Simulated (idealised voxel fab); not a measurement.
process module | voxel lift off
cross-section cut | 165 nm wide | cells 5 nm
A cross-section is a grid of square cells, given in bands from the top down. A band is one or more rows of cells.
Each band's line starts with the height of the band's top and of its bottom, in nm. Then come its materials from left to right, each with its width in nm. One material with "throughout" fills the band from edge to edge. "air" is empty space.
Height 0 is the level under which the wafer as received is all one material. The lowest band goes on downwards, as in "0 down".
A width such as "30 to 40" changes by the same amount from each row of cells to the next, from the band's top row to its bottom row.
"no change" after a step means that no cell of the cross-section changed.
closed voids: empty space of 8 cells or more with no open way to the top, each as width x height at its distance from the left edge, in nm
after a step's settings: what the simulator itself notes on the step
overlay nm, on a step with a mask: how far to the right of its planned place the mask lay; to the left if negative
plan
1 op RECEIVE | material Si
2 op CONFORMAL_DEP | material SiO2 | thk nm 10
3 op PATTERN | tone open | mask id LINES | material resist | width nm 15 | pitch nm 30 | thk nm 25 | overlay nm 0
4 op DIRECTIONAL_DEP | material Ru | thk nm 15
5 op STRIP | etch materials resist
6 op CONFORMAL_DEP | material SiO2 | thk nm 5
as received, after step 1
  0 down: Si throughout
  closed voids: none
first wafer at the end, as planned
  30 to 25: air 25 | SiO2 25 | air 5 | SiO2 25 | air 5 | SiO2 25 | air 5 | SiO2 25 | air 25
  25 to 15: air 25 | SiO2 5 | Ru 15 | SiO2 5 | air 5 | SiO2 5 | Ru 15 | SiO2 5 | air 5 | SiO2 5 | Ru 15 | SiO2 5 | air 5 | SiO2 5 | Ru 15 | SiO2 5 | air 25
  15 to 10: SiO2 30 | Ru 15 | SiO2 15 | Ru 15 | SiO2 15 | Ru 15 | SiO2 15 | Ru 15 | SiO2 30
  10 to 0: SiO2 throughout
  0 down: Si throughout
  closed voids: none
second wafer at the end: like start, like plan, one mistake
  30 to 25: SiO2 35 | air 5 | SiO2 25 | air 5 | SiO2 25 | air 5 | SiO2 25 | air 5 | SiO2 35
  25 to 15: Ru 30 | SiO2 5 | air 5 | SiO2 5 | Ru 15 | SiO2 5 | air 5 | SiO2 5 | Ru 15 | SiO2 5 | air 5 | SiO2 5 | Ru 15 | SiO2 5 | air 5 | SiO2 5 | Ru 30
  15 to 10: Ru 30 | SiO2 15 | Ru 15 | SiO2 15 | Ru 15 | SiO2 15 | Ru 15 | SiO2 15 | Ru 30
  10 to 0: SiO2 throughout
  0 down: Si throughout
  closed voids: none
what went wrong: step 3 ran as: op PATTERN | tone cover | mask id LINES | material resist | width nm 15 | pitch nm 30 | thk nm 25 | overlay nm 0
at the end the second wafer has, in cells: 27 more of Ru
